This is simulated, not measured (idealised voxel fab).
Process module heading - voxel quadruple lines
The figure presents cross-section cut, which has a width of 170 nm and is divided into square cells with an edge length of 5 nm.
Cross-section = grid of square cells, listed top down in bands; band = one or more rows.
It is stipulated that each band's entry specify, in nanometres, the height of the top of the band and then that of its bottom, followed by the materials of the band in left-to-right sequence, each together with its width in nanometres. A single material marked by the word "everywhere" is understood to fill the band from edge to edge; the word "air" is understood to denote empty space.
Ref level 0: as-received wafer is one material below here. Bottom band extends down with no lower bound ("top 0, no bottom").
The width entry "30 to 40" should be interpreted row by row: the top row of cells in the band takes the first number, the bottom row takes the second number, and the change between adjacent rows is uniform throughout.
Where a step carries "identical to before", the cross-section came out of it unchanged, cell for cell.
The list in "Voids, enclosed" covers empty spaces of 8 cells or more that cannot reach the top through any open way, and it gives each as width x height at distance; the distance is from the left edge, and width, height and distance are in nm.
Anything after a step's settings on that line? It's the simulator's own note about the step.
Steps that use a mask can have "overlay nm" on their line. It says how far the mask sat to the right of where it was meant to be. Negative means to the left.

**List of planned process steps**
- 1: RECEIVE (material Si)
- 2: CONFORMAL_DEP (material SiO2; thk nm 10)
- 3: DIRECTIONAL_DEP (material TiN; thk nm 15)
- 4: DIRECTIONAL_DEP (material polySi; thk nm 20)
- 5: DIRECTIONAL_DEP (material aC; thk nm 25)
- 6: PATTERN (tone cover; mask id MANDREL; material resist; width nm 35; thk nm 35; overlay nm 0)
- 7: DIRECTIONAL_ETCH (etch materials aC; depth nm 25)
- 8: STRIP (etch materials resist)
- 9: CONFORMAL_DEP (material SiO2; thk nm 15)
- 10: DIRECTIONAL_ETCH (etch materials SiO2; depth nm 15)
- 11: STRIP (etch materials aC)
- 12: DIRECTIONAL_ETCH (etch materials polySi; depth nm 20)
- 13: STRIP (etch materials SiO2)
- 14: CONFORMAL_DEP (material SiCN; thk nm 10)
- 15: DIRECTIONAL_ETCH (etch materials SiCN; depth nm 10)
- 16: STRIP (etch materials polySi)
- 17: DIRECTIONAL_ETCH (etch materials TiN; depth nm 15)
- 18: STRIP (etch materials SiCN)
- 19: FILL_DEP (material SiO2; thk nm 10)
- 20: CMP (height nm 25)

**First of two wafers: run as planned**

**Shown in cross-section is the wafer as received, that is, as it stands after step 1**
* top 0, no bottom: Si everywhere
* Voids, enclosed: none

**So this is the wafer cross-section right after step 2**
* top 10, bottom 0: SiO2 everywhere
* Below 0 it's all the same as before, nothing changed down there.

**So this is the wafer cross-section right after step 3**
* top 25, bottom 10: TiN everywhere
* Below 10 it's all the same as before, nothing changed down there.

**So this is the wafer cross-section right after step 4**
* top 45, bottom 25: polySi everywhere
* Below 25 it's all the same as before, nothing changed down there.

**So this is the wafer cross-section right after step 5**
* top 70, bottom 45: aC everywhere
* Below 45 it's all the same as before, nothing changed down there.

**So this is the wafer cross-section right after step 6**
* top 105, bottom 70: air=65; resist=35; air=70
* Below 70 it's all the same as before, nothing changed down there.

**So this is the wafer cross-section right after step 7**
* top 80, bottom 70: air=65; resist=35; air=70
* top 70, bottom 45: air=65; aC=35; air=70
* Below 45 it's all the same as before, nothing changed down there.

**So this is the wafer cross-section right after step 8**
* top 70, bottom 45: air=65; aC=35; air=70
* Below 45 it's all the same as before, nothing changed down there.

**So this is the wafer cross-section right after step 9**
* top 85, bottom 70: air=50; SiO2=65; air=55
* top 70, bottom 60: air=50; SiO2=15; aC=35; SiO2=15; air=55
* top 60, bottom 45: SiO2=65; aC=35; SiO2=70
* Below 45 it's all the same as before, nothing changed down there.

**So this is the wafer cross-section right after step 10**
* top 70, bottom 45: air=50; SiO2=15; aC=35; SiO2=15; air=55
* Below 45 it's all the same as before, nothing changed down there.

**So this is the wafer cross-section right after step 11**
* top 70, bottom 45: air=50; SiO2=15; air=35; SiO2=15; air=55
* Below 45 it's all the same as before, nothing changed down there.

**So this is the wafer cross-section right after step 12**
* top 70, bottom 45: air=50; SiO2=15; air=35; SiO2=15; air=55
* top 45, bottom 25: air=50; polySi=15; air=35; polySi=15; air=55
* Below 25 it's all the same as before, nothing changed down there.

**So this is the wafer cross-section right after step 13**
* top 45, bottom 25: air=50; polySi=15; air=35; polySi=15; air=55
* Below 25 it's all the same as before, nothing changed down there.

**So this is the wafer cross-section right after step 14**
* top 55, bottom 45: air=40; SiCN=35; air=15; SiCN=35; air=45
* top 45, bottom 35: air=40; SiCN=10; polySi=15; SiCN=10; air=15; SiCN=10; polySi=15; SiCN=10; air=45
* top 35, bottom 25: SiCN=50; polySi=15; SiCN=35; polySi=15; SiCN=55
* Below 25 it's all the same as before, nothing changed down there.

**So this is the wafer cross-section right after step 15**
* top 45, bottom 25: air=40; SiCN=10; polySi=15; SiCN=10; air=15; SiCN=10; polySi=15; SiCN=10; air=45
* Below 25 it's all the same as before, nothing changed down there.

**So this is the wafer cross-section right after step 16**
* top 45, bottom 25: air=40; SiCN=10; air=15; SiCN=10; air=15; SiCN=10; air=15; SiCN=10; air=45
* Below 25 it's all the same as before, nothing changed down there.

**So this is the wafer cross-section right after step 17**
* top 45, bottom 25: air=40; SiCN=10; air=15; SiCN=10; air=15; SiCN=10; air=15; SiCN=10; air=45
* top 25, bottom 10: air=40; TiN=10; air=15; TiN=10; air=15; TiN=10; air=15; TiN=10; air=45
* Below 10 it's all the same as before, nothing changed down there.

**So this is the wafer cross-section right after step 18**
* top 25, bottom 10: air=40; TiN=10; air=15; TiN=10; air=15; TiN=10; air=15; TiN=10; air=45
* Below 10 it's all the same as before, nothing changed down there.

**So this is the wafer cross-section right after step 19**
* top 35, bottom 25: SiO2 everywhere
* top 25, bottom 10: SiO2=40; TiN=10; SiO2=15; TiN=10; SiO2=15; TiN=10; SiO2=15; TiN=10; SiO2=45
* Below 10 it's all the same as before, nothing changed down there.

**So this is the wafer cross-section right after step 20**
* top 25, bottom 10: SiO2=40; TiN=10; SiO2=15; TiN=10; SiO2=15; TiN=10; SiO2=15; TiN=10; SiO2=45
* Below 10 it's all the same as before, nothing changed down there.

**Wafer two of two - same starting point, same process plan, one mistake in execution; matches wafer one up to and including step 5**

**Second wafer at the planned finish of step 6, seen in cross-section**
* top 105, bottom 70: air=70; resist=25; air=75
* Below 70 it's all the same as before, nothing changed down there.

**Second wafer at the planned finish of step 7, seen in cross-section**
* top 80, bottom 70: air=70; resist=25; air=75
* top 70, bottom 45: air=70; aC=25; air=75
* Below 45 it's all the same as before, nothing changed down there.

**Second wafer at the planned finish of step 8, seen in cross-section**
* top 70, bottom 45: air=70; aC=25; air=75
* Below 45 it's all the same as before, nothing changed down there.

**Second wafer at the planned finish of step 9, seen in cross-section**
* top 85, bottom 70: air=55; SiO2=55; air=60
* top 70, bottom 60: air=55; SiO2=15; aC=25; SiO2=15; air=60
* top 60, bottom 45: SiO2=70; aC=25; SiO2=75
* Below 45 it's all the same as before, nothing changed down there.

**Second wafer at the planned finish of step 10, seen in cross-section**
* top 70, bottom 45: air=55; SiO2=15; aC=25; SiO2=15; air=60
* Below 45 it's all the same as before, nothing changed down there.

**Second wafer at the planned finish of step 11, seen in cross-section**
* top 70, bottom 45: air=55; SiO2=15; air=25; SiO2=15; air=60
* Below 45 it's all the same as before, nothing changed down there.

**Second wafer at the planned finish of step 12, seen in cross-section**
* top 70, bottom 45: air=55; SiO2=15; air=25; SiO2=15; air=60
* top 45, bottom 25: air=55; polySi=15; air=25; polySi=15; air=60
* Below 25 it's all the same as before, nothing changed down there.

**Second wafer at the planned finish of step 13, seen in cross-section**
* top 45, bottom 25: air=55; polySi=15; air=25; polySi=15; air=60
* Below 25 it's all the same as before, nothing changed down there.

**Second wafer at the planned finish of step 14, seen in cross-section**
* top 55, bottom 45: air=45; SiCN=35; air=5; SiCN=35; air=50
* top 45, bottom 35: air=45; SiCN=10; polySi=15; SiCN=10; air=5; SiCN=10; polySi=15; SiCN=10; air=50
* top 35, bottom 25: SiCN=55; polySi=15; SiCN=25; polySi=15; SiCN=60
* Below 25 it's all the same as before, nothing changed down there.

**Second wafer at the planned finish of step 15, seen in cross-section**
* top 45, bottom 25: air=45; SiCN=10; polySi=15; SiCN=10; air=5; SiCN=10; polySi=15; SiCN=10; air=50
* Below 25 it's all the same as before, nothing changed down there.

**Second wafer at the planned finish of step 16, seen in cross-section**
* top 45, bottom 25: air=45; SiCN=10; air=15; SiCN=10; air=5; SiCN=10; air=15; SiCN=10; air=50
* Below 25 it's all the same as before, nothing changed down there.

**Second wafer at the planned finish of step 17, seen in cross-section**
* top 45, bottom 25: air=45; SiCN=10; air=15; SiCN=10; air=5; SiCN=10; air=15; SiCN=10; air=50
* top 25, bottom 10: air=45; TiN=10; air=15; TiN=10; air=5; TiN=10; air=15; TiN=10; air=50
* Below 10 it's all the same as before, nothing changed down there.

**Second wafer at the planned finish of step 18, seen in cross-section**
* top 25, bottom 10: air=45; TiN=10; air=15; TiN=10; air=5; TiN=10; air=15; TiN=10; air=50
* Below 10 it's all the same as before, nothing changed down there.

**Second wafer at the planned finish of step 19, seen in cross-section**
* top 35, bottom 25: SiO2 everywhere
* top 25, bottom 10: SiO2=45; TiN=10; SiO2=15; TiN=10; SiO2=5; TiN=10; SiO2=15; TiN=10; SiO2=50
* Below 10 it's all the same as before, nothing changed down there.

**Second wafer at the planned finish of step 20, seen in cross-section**
* top 25, bottom 10: SiO2=45; TiN=10; SiO2=15; TiN=10; SiO2=5; TiN=10; SiO2=15; TiN=10; SiO2=50
* Below 10 it's all the same as before, nothing changed down there.
Misprocessing identified: step 6, actual vs plan mismatch, actual run PATTERN (tone cover; mask id MANDREL; material resist; width nm 25; thk nm 35; overlay nm 0)
Same inventory, different map: at the end, the second wafer holds as many cells of each material as the first, placed elsewhere.
